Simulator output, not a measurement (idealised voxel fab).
Module name: voxel self aligned contacts (process module)
Pictured: cross-section cut, 300 nm wide, on a grid of 5 nm square cells.
Bands, listed from the top down, are how a cross-section gets written in this document; the cross-section itself is a grid of square cells, and a band is one or more rows of them. Band: top height; bottom height; in nm. Then, left to right: material with width in nm, for each material. "edge to edge": a single material spanning edge to edge. "empty": empty space. Height reference: 0 = level under which incoming wafer is all one material. Lowest band: no bottom, runs on downward, e.g. "from 0 down". A width given as "30..40" starts at the first number in the band's top row and ends at the second number in its bottom row, shifting by an equal amount at every step from row to row. Any step labelled "left unchanged" changed none of the cells in the cross-section. "Fully sealed voids": empty spaces of 8 cells or more with no open way to the top, each given as width x height at distance, distance from the left edge, all in nm. Read whatever lies past the settings on a step's line as the simulator's own remark about the step. The "overlay nm" setting may appear on a step's line; for a step that uses a mask, it gives how far to the right of its planned position the mask lay, and a negative value indicates the left.
Below is the list of planned process steps
| 1 | op RECEIVE | material Si |
| 2 | op OXIDIZE | depth nm 5 |
| 3 | op DIRECTIONAL_DEP | material polySi | thk nm 25 |
| 4 | op DIRECTIONAL_DEP | material SiN | thk nm 25 |
| 5 | op PATTERN | tone cover | mask id GATE | material resist | width nm 25 | pitch nm 65 | thk nm 15 | overlay nm 0 |
| 6 | op DIRECTIONAL_ETCH | etch materials SiN | depth nm 25 |
| 7 | op DIRECTIONAL_ETCH | etch materials polySi | depth nm 25 |
| 8 | op STRIP | etch materials resist |
| 9 | op CONFORMAL_DEP | material SiN | thk nm 10 |
| 10 | op DIRECTIONAL_ETCH | etch materials SiN | depth nm 10 |
| 11 | op FILL_DEP | material SiO2 | thk nm 15 |
| 12 | op CMP | height nm 60 |
| 13 | op MASKED_ETCH | tone open | mask id CONTACT | width nm 50 | etch materials SiO2 | depth nm 65 | overlay nm 0 |
| 14 | op CONFORMAL_DEP | material TiN | thk nm 5 |
| 15 | op FILL_DEP | material Ru | thk nm 5 |
| 16 | op CMP | height nm 60 |
| 17 | op CONFORMAL_DEP | material SiCN | thk nm 5 |
Wafer as received: cross-section following step 1
    from 0 down | Si edge to edge
    Fully sealed voids: none
Module complete, cross-section. Starting point and plan per above. One mistake made in running the module
    from 65 to 60 | SiCN edge to edge
    from 60 to 50 | 130 nm SiO2 | 5..15 nm TiN | 40..10 nm Ru | 5..25 nm TiN | 120 nm SiO2
    from 50 to 25 | 95 nm SiO2 | 45 nm SiN | 5 nm TiN | 10 nm Ru | 5 nm TiN | 45 nm SiN | 95 nm SiO2
    from 25 to 0 | 95 nm SiO2 | 10 nm SiN | 25 nm polySi | 10 nm SiN | 5 nm TiN | 10 nm Ru | 5 nm TiN | 10 nm SiN | 25 nm polySi | 10 nm SiN | 95 nm SiO2
    from 0 to -5 | 140 nm SiO2 | 20 nm TiN | 140 nm SiO2
    from -5 down | Si edge to edge
    Fully sealed voids: none
Short version of what went wrong: the process deviated at step 13: the operation and settings actually run there were op MASKED_ETCH | tone open | mask id CONTACT | width nm 50 | etch materials SiO2 | depth nm 65 | overlay nm 5
